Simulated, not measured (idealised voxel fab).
process module | voxel transistor to metal
cross-section cut | 165 nm wide | cells 5 nm
A cross-section is a grid of square cells, given in bands from the top down. A band is one or more rows of cells.
Each band's line starts with the height of the band's top and of its bottom, in nm. Then come its materials from left to right, each with its width in nm. One material with "throughout" fills the band from edge to edge. "air" is empty space.
Height 0 is the level under which the wafer as received is all one material. The lowest band goes on downwards, as in "0 down".
A width such as "30 to 40" changes by the same amount from each row of cells to the next, from the band's top row to its bottom row.
"no change" after a step means that no cell of the cross-section changed.
closed voids: empty space of 8 cells or more with no open way to the top, each as width x height at its distance from the left edge, in nm
after a step's settings: what the simulator itself notes on the step
overlay nm, on a step with a mask: how far to the right of its planned place the mask lay; to the left if negative
plan
1 op RECEIVE | material Si
2 op OXIDIZE | depth nm 5
3 op CONFORMAL_DEP | material SiN | thk nm 15
4 op MASKED_ETCH | tone cover | mask id ACTIVE | width nm 105 | etch materials SiN | depth nm 15 | overlay nm 0
5 op MASKED_ETCH | tone cover | mask id ACTIVE | width nm 105 | etch materials SiO2 | depth nm 5 | overlay nm 0
6 op MASKED_ETCH | tone cover | mask id ACTIVE | width nm 105 | etch materials Si | depth nm 35 | overlay nm 0
7 op FILL_DEP | material SiO2 | thk nm 10
8 op CMP | height nm 15
9 op SELECTIVE_ETCH | etch materials SiO2 | depth nm 15
10 op STRIP | etch materials SiN
11 op SELECTIVE_ETCH | etch materials SiO2 | depth nm 5
12 op OXIDIZE | depth nm 5
13 op DIRECTIONAL_DEP | material polySi | thk nm 20
14 op DIRECTIONAL_DEP | material SiCN | thk nm 15
15 op PATTERN | tone cover | mask id GATE | material resist | width nm 15 | thk nm 15 | overlay nm 0
16 op DIRECTIONAL_ETCH | etch materials SiCN | depth nm 25
17 op DIRECTIONAL_ETCH | etch materials polySi | depth nm 30
18 op STRIP | etch materials resist
19 op CONFORMAL_DEP | material SiN | thk nm 5
20 op DIRECTIONAL_ETCH | etch materials SiN | depth nm 5
21 op DIRECTIONAL_ETCH | etch materials SiO2 | depth nm 5
22 op DIRECTIONAL_ETCH | etch materials Si | depth nm 15
23 op EPI | material SiGe | thk nm 15
24 op FILL_DEP | material SiO2 | thk nm 5
25 op CMP | height nm 30
26 op DIRECTIONAL_DEP | material SiO2 | thk nm 10
27 op DIRECTIONAL_DEP | material aC | thk nm 10
28 op PATTERN | tone open | mask id CONTACT | material resist | width nm 20 | pitch nm 75 | thk nm 25 | overlay nm 0
29 op DIRECTIONAL_ETCH | etch materials aC | depth nm 10
30 op STRIP | etch materials resist
31 op DIRECTIONAL_ETCH | etch materials SiO2 | depth nm 50
32 op STRIP | etch materials aC
33 op CONFORMAL_DEP | material TiN | thk nm 5
34 op FILL_DEP | material Ru | thk nm 5
35 op CMP | height nm 40
36 op DIRECTIONAL_DEP | material TiN | thk nm 5
37 op DIRECTIONAL_DEP | material Ru | thk nm 25
38 op PATTERN | tone cover | mask id METAL_1 | material resist | width nm 20 | pitch nm 75 | thk nm 15 | overlay nm 0
39 op DIRECTIONAL_ETCH | etch materials Ru | depth nm 25
40 op DIRECTIONAL_ETCH | etch materials TiN | depth nm 5
41 op STRIP | etch materials resist
42 op CONFORMAL_DEP | material SiCN | thk nm 5
43 op FILL_DEP | material SiO2 | thk nm 10
44 op CMP | height nm 70
45 op CONFORMAL_DEP | material SiN | thk nm 5
first wafer, as planned
as received, after step 1
  0 down: Si throughout
  closed voids: none
after step 2
  0 to -5: SiO2 throughout
  below -5: unchanged
after step 3
  15 to 0: SiN throughout
  below 0: unchanged
after step 4
  15 to 0: air 30 | SiN 105 | air 30
  below 0: unchanged
after step 5
  15 to 0: air 30 | SiN 105 | air 30
  0 to -5: air 30 | SiO2 105 | air 30
  below -5: unchanged
after step 6
  15 to 0: air 30 | SiN 105 | air 30
  0 to -5: air 30 | SiO2 105 | air 30
  -5 to -40: air 30 | Si 105 | air 30
  below -40: unchanged
after step 7
  25 to 15: SiO2 throughout
  15 to 0: SiO2 30 | SiN 105 | SiO2 30
  0 to -5: SiO2 throughout
  -5 to -40: SiO2 30 | Si 105 | SiO2 30
  below -40: unchanged
after step 8
  15 to 0: SiO2 30 | SiN 105 | SiO2 30
  below 0: unchanged
after step 9
  15 to 0: air 30 | SiN 105 | air 30
  below 0: unchanged
after step 10
  0 to -5: SiO2 throughout
  below -5: unchanged
after step 11
  -5 to -40: SiO2 30 | Si 105 | SiO2 30
  below -40: unchanged
after step 12
  -5 to -10: SiO2 throughout
  below -10: unchanged
after step 13
  15 to -5: polySi throughout
  below -5: unchanged
after step 14
  30 to 15: SiCN throughout
  below 15: unchanged
after step 15
  45 to 30: air 75 | resist 15 | air 75
  below 30: unchanged
after step 16
  45 to 30: air 75 | resist 15 | air 75
  30 to 15: air 75 | SiCN 15 | air 75
  below 15: unchanged
after step 17
  45 to 30: air 75 | resist 15 | air 75
  30 to 15: air 75 | SiCN 15 | air 75
  15 to -5: air 75 | polySi 15 | air 75
  below -5: unchanged
after step 18
  30 to 15: air 75 | SiCN 15 | air 75
  below 15: unchanged
after step 19
  35 to 30: air 70 | SiN 25 | air 70
  30 to 15: air 70 | SiN 5 | SiCN 15 | SiN 5 | air 70
  15 to 0: air 70 | SiN 5 | polySi 15 | SiN 5 | air 70
  0 to -5: SiN 75 | polySi 15 | SiN 75
  below -5: unchanged
after step 20
  30 to 15: air 70 | SiN 5 | SiCN 15 | SiN 5 | air 70
  15 to -5: air 70 | SiN 5 | polySi 15 | SiN 5 | air 70
  below -5: unchanged
after step 21
  30 to 15: air 70 | SiN 5 | SiCN 15 | SiN 5 | air 70
  15 to -5: air 70 | SiN 5 | polySi 15 | SiN 5 | air 70
  -5 to -10: air 70 | SiO2 25 | air 70
  below -10: unchanged
after step 22
  30 to 15: air 70 | SiN 5 | SiCN 15 | SiN 5 | air 70
  15 to -5: air 70 | SiN 5 | polySi 15 | SiN 5 | air 70
  -5 to -10: air 70 | SiO2 25 | air 70
  -10 to -25: SiO2 30 | air 40 | Si 25 | air 40 | SiO2 30
  below -25: unchanged
after step 23
  30 to 15: air 70 | SiN 5 | SiCN 15 | SiN 5 | air 70
  15 to 5: air 70 | SiN 5 | polySi 15 | SiN 5 | air 70
  5 to -5: air 55 | SiGe 15 | SiN 5 | polySi 15 | SiN 5 | SiGe 15 | air 55
  -5 to -10: air 55 | SiGe 15 | SiO2 25 | SiGe 15 | air 55
  -10 to -25: SiO2 30 | SiGe 40 | Si 25 | SiGe 40 | SiO2 30
  below -25: unchanged
after step 24
  35 to 30: SiO2 throughout
  30 to 15: SiO2 70 | SiN 5 | SiCN 15 | SiN 5 | SiO2 70
  15 to 5: SiO2 70 | SiN 5 | polySi 15 | SiN 5 | SiO2 70
  5 to -5: SiO2 55 | SiGe 15 | SiN 5 | polySi 15 | SiN 5 | SiGe 15 | SiO2 55
  -5 to -10: SiO2 55 | SiGe 15 | SiO2 25 | SiGe 15 | SiO2 55
  below -10: unchanged
after step 25
  30 to 15: SiO2 70 | SiN 5 | SiCN 15 | SiN 5 | SiO2 70
  below 15: unchanged
after step 26
  40 to 30: SiO2 throughout
  below 30: unchanged
after step 27
  50 to 40: aC throughout
  below 40: unchanged
after step 28
  75 to 50: resist 35 | air 20 | resist 55 | air 20 | resist 35
  below 50: unchanged
after step 29
  65 to 50: resist 35 | air 20 | resist 55 | air 20 | resist 35
  50 to 40: aC 35 | air 20 | aC 55 | air 20 | aC 35
  below 40: unchanged
after step 30
  50 to 40: aC 35 | air 20 | aC 55 | air 20 | aC 35
  below 40: unchanged
after step 31
  50 to 40: aC 35 | air 20 | aC 55 | air 20 | aC 35
  40 to 30: SiO2 35 | air 20 | SiO2 55 | air 20 | SiO2 35
  30 to 15: SiO2 35 | air 20 | SiO2 15 | SiN 5 | SiCN 15 | SiN 5 | SiO2 15 | air 20 | SiO2 35
  15 to 5: SiO2 35 | air 20 | SiO2 15 | SiN 5 | polySi 15 | SiN 5 | SiO2 15 | air 20 | SiO2 35
  5 to -5: SiO2 35 | air 20 | SiGe 15 | SiN 5 | polySi 15 | SiN 5 | SiGe 15 | air 20 | SiO2 35
  -5 to -10: SiO2 35 | air 20 | SiGe 15 | SiO2 25 | SiGe 15 | air 20 | SiO2 35
  below -10: unchanged
after step 32
  40 to 30: SiO2 35 | air 20 | SiO2 55 | air 20 | SiO2 35
  below 30: unchanged
after step 33
  45 to 40: TiN 40 | air 10 | TiN 65 | air 10 | TiN 40
  40 to 30: SiO2 35 | TiN 5 | air 10 | TiN 5 | SiO2 55 | TiN 5 | air 10 | TiN 5 | SiO2 35
  30 to 15: SiO2 35 | TiN 5 | air 10 | TiN 5 | SiO2 15 | SiN 5 | SiCN 15 | SiN 5 | SiO2 15 | TiN 5 | air 10 | TiN 5 | SiO2 35
  15 to 5: SiO2 35 | TiN 5 | air 10 | TiN 5 | SiO2 15 | SiN 5 | polySi 15 | SiN 5 | SiO2 15 | TiN 5 | air 10 | TiN 5 | SiO2 35
  5 to -5: SiO2 35 | TiN 5 | air 10 | TiN 5 | SiGe 15 | SiN 5 | polySi 15 | SiN 5 | SiGe 15 | TiN 5 | air 10 | TiN 5 | SiO2 35
  -5 to -10: SiO2 35 | TiN 20 | SiGe 15 | SiO2 25 | SiGe 15 | TiN 20 | SiO2 35
  below -10: unchanged
after step 34
  50 to 45: Ru throughout
  45 to 40: TiN 40 | Ru 10 | TiN 65 | Ru 10 | TiN 40
  40 to 30: SiO2 35 | TiN 5 | Ru 10 | TiN 5 | SiO2 55 | TiN 5 | Ru 10 | TiN 5 | SiO2 35
  30 to 15: SiO2 35 | TiN 5 | Ru 10 | TiN 5 | SiO2 15 | SiN 5 | SiCN 15 | SiN 5 | SiO2 15 | TiN 5 | Ru 10 | TiN 5 | SiO2 35
  15 to 5: SiO2 35 | TiN 5 | Ru 10 | TiN 5 | SiO2 15 | SiN 5 | polySi 15 | SiN 5 | SiO2 15 | TiN 5 | Ru 10 | TiN 5 | SiO2 35
  5 to -5: SiO2 35 | TiN 5 | Ru 10 | TiN 5 | SiGe 15 | SiN 5 | polySi 15 | SiN 5 | SiGe 15 | TiN 5 | Ru 10 | TiN 5 | SiO2 35
  below -5: unchanged
after step 35
  40 to 30: SiO2 35 | TiN 5 | Ru 10 | TiN 5 | SiO2 55 | TiN 5 | Ru 10 | TiN 5 | SiO2 35
  below 30: unchanged
after step 36
  45 to 40: TiN throughout
  below 40: unchanged
after step 37
  70 to 45: Ru throughout
  below 45: unchanged
after step 38
  85 to 70: air 35 | resist 20 | air 55 | resist 20 | air 35
  below 70: unchanged
after step 39
  85 to 70: air 35 | resist 20 | air 55 | resist 20 | air 35
  70 to 45: air 35 | Ru 20 | air 55 | Ru 20 | air 35
  below 45: unchanged
after step 40
  85 to 70: air 35 | resist 20 | air 55 | resist 20 | air 35
  70 to 45: air 35 | Ru 20 | air 55 | Ru 20 | air 35
  45 to 40: air 35 | TiN 20 | air 55 | TiN 20 | air 35
  below 40: unchanged
after step 41
  70 to 45: air 35 | Ru 20 | air 55 | Ru 20 | air 35
  below 45: unchanged
after step 42
  75 to 70: air 30 | SiCN 30 | air 45 | SiCN 30 | air 30
  70 to 45: air 30 | SiCN 5 | Ru 20 | SiCN 5 | air 45 | SiCN 5 | Ru 20 | SiCN 5 | air 30
  45 to 40: SiCN 35 | TiN 20 | SiCN 55 | TiN 20 | SiCN 35
  below 40: unchanged
after step 43
  85 to 75: SiO2 throughout
  75 to 70: SiO2 30 | SiCN 30 | SiO2 45 | SiCN 30 | SiO2 30
  70 to 45: SiO2 30 | SiCN 5 | Ru 20 | SiCN 5 | SiO2 45 | SiCN 5 | Ru 20 | SiCN 5 | SiO2 30
  below 45: unchanged
after step 44
  70 to 45: SiO2 30 | SiCN 5 | Ru 20 | SiCN 5 | SiO2 45 | SiCN 5 | Ru 20 | SiCN 5 | SiO2 30
  below 45: unchanged
after step 45
  75 to 70: SiN throughout
  below 70: unchanged
second wafer: like start, like plan, one mistake. Through step 8 it matches the first wafer
when step 9 should have ended
  15 to 0: SiO2 30 | air 105 | SiO2 30
  below 0: unchanged
when step 10 should have ended
  0 to -5: SiO2 15 | air 135 | SiO2 15
  -5 to -15: SiO2 15 | air 15 | Si 105 | air 15 | SiO2 15
  below -15: unchanged
when step 11 should have ended
  -5 to -20: SiO2 10 | air 20 | Si 105 | air 20 | SiO2 10
  below -20: unchanged
when step 12 should have ended
  -5 to -10: SiO2 10 | air 20 | SiO2 105 | air 20 | SiO2 10
  -10 to -20: SiO2 10 | air 20 | SiO2 5 | Si 95 | SiO2 5 | air 20 | SiO2 10
  -20 to -25: SiO2 35 | Si 95 | SiO2 35
  below -25: unchanged
when step 13 should have ended
  15 to 0: polySi 10 | air 20 | polySi 105 | air 20 | polySi 10
  0 to -5: polySi throughout
  -5 to -10: SiO2 10 | polySi 20 | SiO2 105 | polySi 20 | SiO2 10
  -10 to -20: SiO2 10 | polySi 20 | SiO2 5 | Si 95 | SiO2 5 | polySi 20 | SiO2 10
  below -20: unchanged
when step 14 should have ended
  30 to 15: SiCN 10 | air 20 | SiCN 105 | air 20 | SiCN 10
  15 to 0: polySi 10 | SiCN 20 | polySi 105 | SiCN 20 | polySi 10
  below 0: unchanged
when step 15 should have ended
  45 to 30: air 75 | resist 15 | air 75
  below 30: unchanged
when step 16 should have ended
  45 to 30: air 75 | resist 15 | air 75
  30 to 15: air 75 | SiCN 15 | air 75
  15 to 0: polySi 10 | air 20 | polySi 105 | air 20 | polySi 10
  below 0: unchanged
when step 17 should have ended
  45 to 30: air 75 | resist 15 | air 75
  30 to 15: air 75 | SiCN 15 | air 75
  15 to -5: air 75 | polySi 15 | air 75
  -5 to -10: SiO2 10 | air 20 | SiO2 105 | air 20 | SiO2 10
  -10 to -20: SiO2 10 | air 20 | SiO2 5 | Si 95 | SiO2 5 | air 20 | SiO2 10
  below -20: unchanged
when step 18 should have ended
  30 to 15: air 75 | SiCN 15 | air 75
  below 15: unchanged
when step 19 should have ended
  35 to 30: air 70 | SiN 25 | air 70
  30 to 15: air 70 | SiN 5 | SiCN 15 | SiN 5 | air 70
  15 to 0: air 70 | SiN 5 | polySi 15 | SiN 5 | air 70
  0 to -5: SiN 15 | air 10 | SiN 50 | polySi 15 | SiN 50 | air 10 | SiN 15
  -5 to -10: SiO2 10 | SiN 5 | air 10 | SiN 5 | SiO2 105 | SiN 5 | air 10 | SiN 5 | SiO2 10
  -10 to -15: SiO2 10 | SiN 5 | air 10 | SiN 5 | SiO2 5 | Si 95 | SiO2 5 | SiN 5 | air 10 | SiN 5 | SiO2 10
  -15 to -20: SiO2 10 | SiN 20 | SiO2 5 | Si 95 | SiO2 5 | SiN 20 | SiO2 10
  below -20: unchanged
when step 20 should have ended
  30 to 15: air 70 | SiN 5 | SiCN 15 | SiN 5 | air 70
  15 to -5: air 70 | SiN 5 | polySi 15 | SiN 5 | air 70
  -5 to -10: SiO2 10 | SiN 5 | air 10 | SiN 5 | SiO2 105 | SiN 5 | air 10 | SiN 5 | SiO2 10
  -10 to -20: SiO2 10 | SiN 5 | air 10 | SiN 5 | SiO2 5 | Si 95 | SiO2 5 | SiN 5 | air 10 | SiN 5 | SiO2 10
  below -20: unchanged
when step 21 should have ended
  30 to 15: air 70 | SiN 5 | SiCN 15 | SiN 5 | air 70
  15 to -5: air 70 | SiN 5 | polySi 15 | SiN 5 | air 70
  -5 to -10: air 10 | SiN 5 | air 10 | SiN 5 | air 40 | SiO2 25 | air 40 | SiN 5 | air 10 | SiN 5 | air 10
  -10 to -20: SiO2 10 | SiN 5 | air 10 | SiN 5 | SiO2 5 | Si 95 | SiO2 5 | SiN 5 | air 10 | SiN 5 | SiO2 10
  -20 to -25: SiO2 15 | air 10 | SiO2 10 | Si 95 | SiO2 10 | air 10 | SiO2 15
  below -25: unchanged
when step 22 should have ended
  30 to 15: air 70 | SiN 5 | SiCN 15 | SiN 5 | air 70
  15 to -5: air 70 | SiN 5 | polySi 15 | SiN 5 | air 70
  -5 to -10: air 10 | SiN 5 | air 10 | SiN 5 | air 40 | SiO2 25 | air 40 | SiN 5 | air 10 | SiN 5 | air 10
  -10 to -20: SiO2 10 | SiN 5 | air 10 | SiN 5 | SiO2 5 | air 35 | Si 25 | air 35 | SiO2 5 | SiN 5 | air 10 | SiN 5 | SiO2 10
  -20 to -25: SiO2 15 | air 10 | SiO2 10 | air 35 | Si 25 | air 35 | SiO2 10 | air 10 | SiO2 15
  below -25: unchanged
when step 23 should have ended
  30 to 15: air 70 | SiN 5 | SiCN 15 | SiN 5 | air 70
  15 to 5: air 70 | SiN 5 | polySi 15 | SiN 5 | air 70
  5 to -5: air 55 | SiGe 15 | SiN 5 | polySi 15 | SiN 5 | SiGe 15 | air 55
  -5 to -10: air 10 | SiN 5 | air 10 | SiN 5 | air 25 | SiGe 15 | SiO2 25 | SiGe 15 | air 25 | SiN 5 | air 10 | SiN 5 | air 10
  -10 to -20: SiO2 10 | SiN 5 | air 10 | SiN 5 | SiO2 5 | SiGe 35 | Si 25 | SiGe 35 | SiO2 5 | SiN 5 | air 10 | SiN 5 | SiO2 10
  -20 to -25: SiO2 15 | air 10 | SiO2 10 | SiGe 35 | Si 25 | SiGe 35 | SiO2 10 | air 10 | SiO2 15
  below -25: unchanged
when step 24 should have ended
  35 to 30: SiO2 throughout
  30 to 15: SiO2 70 | SiN 5 | SiCN 15 | SiN 5 | SiO2 70
  15 to 5: SiO2 70 | SiN 5 | polySi 15 | SiN 5 | SiO2 70
  5 to -5: SiO2 55 | SiGe 15 | SiN 5 | polySi 15 | SiN 5 | SiGe 15 | SiO2 55
  -5 to -10: SiO2 10 | SiN 5 | SiO2 10 | SiN 5 | SiO2 25 | SiGe 15 | SiO2 25 | SiGe 15 | SiO2 25 | SiN 5 | SiO2 10 | SiN 5 | SiO2 10
  -10 to -20: SiO2 10 | SiN 5 | SiO2 10 | SiN 5 | SiO2 5 | SiGe 35 | Si 25 | SiGe 35 | SiO2 5 | SiN 5 | SiO2 10 | SiN 5 | SiO2 10
  -20 to -25: SiO2 35 | SiGe 35 | Si 25 | SiGe 35 | SiO2 35
  below -25: unchanged
when step 25 should have ended
  30 to 15: SiO2 70 | SiN 5 | SiCN 15 | SiN 5 | SiO2 70
  below 15: unchanged
when step 26 should have ended
  40 to 30: SiO2 throughout
  below 30: unchanged
when step 27 should have ended
  50 to 40: aC throughout
  below 40: unchanged
when step 28 should have ended
  75 to 50: resist 35 | air 20 | resist 55 | air 20 | resist 35
  below 50: unchanged
when step 29 should have ended
  65 to 50: resist 35 | air 20 | resist 55 | air 20 | resist 35
  50 to 40: aC 35 | air 20 | aC 55 | air 20 | aC 35
  below 40: unchanged
when step 30 should have ended
  50 to 40: aC 35 | air 20 | aC 55 | air 20 | aC 35
  below 40: unchanged
when step 31 should have ended
  50 to 40: aC 35 | air 20 | aC 55 | air 20 | aC 35
  40 to 30: SiO2 35 | air 20 | SiO2 55 | air 20 | SiO2 35
  30 to 15: SiO2 35 | air 20 | SiO2 15 | SiN 5 | SiCN 15 | SiN 5 | SiO2 15 | air 20 | SiO2 35
  15 to 5: SiO2 35 | air 20 | SiO2 15 | SiN 5 | polySi 15 | SiN 5 | SiO2 15 | air 20 | SiO2 35
  5 to -5: SiO2 35 | air 20 | SiGe 15 | SiN 5 | polySi 15 | SiN 5 | SiGe 15 | air 20 | SiO2 35
  -5 to -10: SiO2 10 | SiN 5 | SiO2 10 | SiN 5 | SiO2 5 | air 20 | SiGe 15 | SiO2 25 | SiGe 15 | air 20 | SiO2 5 | SiN 5 | SiO2 10 | SiN 5 | SiO2 10
  below -10: unchanged
when step 32 should have ended
  40 to 30: SiO2 35 | air 20 | SiO2 55 | air 20 | SiO2 35
  below 30: unchanged
when step 33 should have ended
  45 to 40: TiN 40 | air 10 | TiN 65 | air 10 | TiN 40
  40 to 30: SiO2 35 | TiN 5 | air 10 | TiN 5 | SiO2 55 | TiN 5 | air 10 | TiN 5 | SiO2 35
  30 to 15: SiO2 35 | TiN 5 | air 10 | TiN 5 | SiO2 15 | SiN 5 | SiCN 15 | SiN 5 | SiO2 15 | TiN 5 | air 10 | TiN 5 | SiO2 35
  15 to 5: SiO2 35 | TiN 5 | air 10 | TiN 5 | SiO2 15 | SiN 5 | polySi 15 | SiN 5 | SiO2 15 | TiN 5 | air 10 | TiN 5 | SiO2 35
  5 to -5: SiO2 35 | TiN 5 | air 10 | TiN 5 | SiGe 15 | SiN 5 | polySi 15 | SiN 5 | SiGe 15 | TiN 5 | air 10 | TiN 5 | SiO2 35
  -5 to -10: SiO2 10 | SiN 5 | SiO2 10 | SiN 5 | SiO2 5 | TiN 20 | SiGe 15 | SiO2 25 | SiGe 15 | TiN 20 | SiO2 5 | SiN 5 | SiO2 10 | SiN 5 | SiO2 10
  below -10: unchanged
when step 34 should have ended
  50 to 45: Ru throughout
  45 to 40: TiN 40 | Ru 10 | TiN 65 | Ru 10 | TiN 40
  40 to 30: SiO2 35 | TiN 5 | Ru 10 | TiN 5 | SiO2 55 | TiN 5 | Ru 10 | TiN 5 | SiO2 35
  30 to 15: SiO2 35 | TiN 5 | Ru 10 | TiN 5 | SiO2 15 | SiN 5 | SiCN 15 | SiN 5 | SiO2 15 | TiN 5 | Ru 10 | TiN 5 | SiO2 35
  15 to 5: SiO2 35 | TiN 5 | Ru 10 | TiN 5 | SiO2 15 | SiN 5 | polySi 15 | SiN 5 | SiO2 15 | TiN 5 | Ru 10 | TiN 5 | SiO2 35
  5 to -5: SiO2 35 | TiN 5 | Ru 10 | TiN 5 | SiGe 15 | SiN 5 | polySi 15 | SiN 5 | SiGe 15 | TiN 5 | Ru 10 | TiN 5 | SiO2 35
  below -5: unchanged
when step 35 should have ended
  40 to 30: SiO2 35 | TiN 5 | Ru 10 | TiN 5 | SiO2 55 | TiN 5 | Ru 10 | TiN 5 | SiO2 35
  below 30: unchanged
when step 36 should have ended
  45 to 40: TiN throughout
  below 40: unchanged
when step 37 should have ended
  70 to 45: Ru throughout
  below 45: unchanged
when step 38 should have ended
  85 to 70: air 35 | resist 20 | air 55 | resist 20 | air 35
  below 70: unchanged
when step 39 should have ended
  85 to 70: air 35 | resist 20 | air 55 | resist 20 | air 35
  70 to 45: air 35 | Ru 20 | air 55 | Ru 20 | air 35
  below 45: unchanged
when step 40 should have ended
  85 to 70: air 35 | resist 20 | air 55 | resist 20 | air 35
  70 to 45: air 35 | Ru 20 | air 55 | Ru 20 | air 35
  45 to 40: air 35 | TiN 20 | air 55 | TiN 20 | air 35
  below 40: unchanged
when step 41 should have ended
  70 to 45: air 35 | Ru 20 | air 55 | Ru 20 | air 35
  below 45: unchanged
when step 42 should have ended
  75 to 70: air 30 | SiCN 30 | air 45 | SiCN 30 | air 30
  70 to 45: air 30 | SiCN 5 | Ru 20 | SiCN 5 | air 45 | SiCN 5 | Ru 20 | SiCN 5 | air 30
  45 to 40: SiCN 35 | TiN 20 | SiCN 55 | TiN 20 | SiCN 35
  below 40: unchanged
when step 43 should have ended
  85 to 75: SiO2 throughout
  75 to 70: SiO2 30 | SiCN 30 | SiO2 45 | SiCN 30 | SiO2 30
  70 to 45: SiO2 30 | SiCN 5 | Ru 20 | SiCN 5 | SiO2 45 | SiCN 5 | Ru 20 | SiCN 5 | SiO2 30
  below 45: unchanged
when step 44 should have ended
  70 to 45: SiO2 30 | SiCN 5 | Ru 20 | SiCN 5 | SiO2 45 | SiCN 5 | Ru 20 | SiCN 5 | SiO2 30
  below 45: unchanged
when step 45 should have ended
  75 to 70: SiN throughout
  below 70: unchanged
what went wrong: steps 9 and 10 were swapped
at the end the second wafer has, in cells: 6 fewer of SiGe | 12 more of SiN | 6 fewer of SiO2
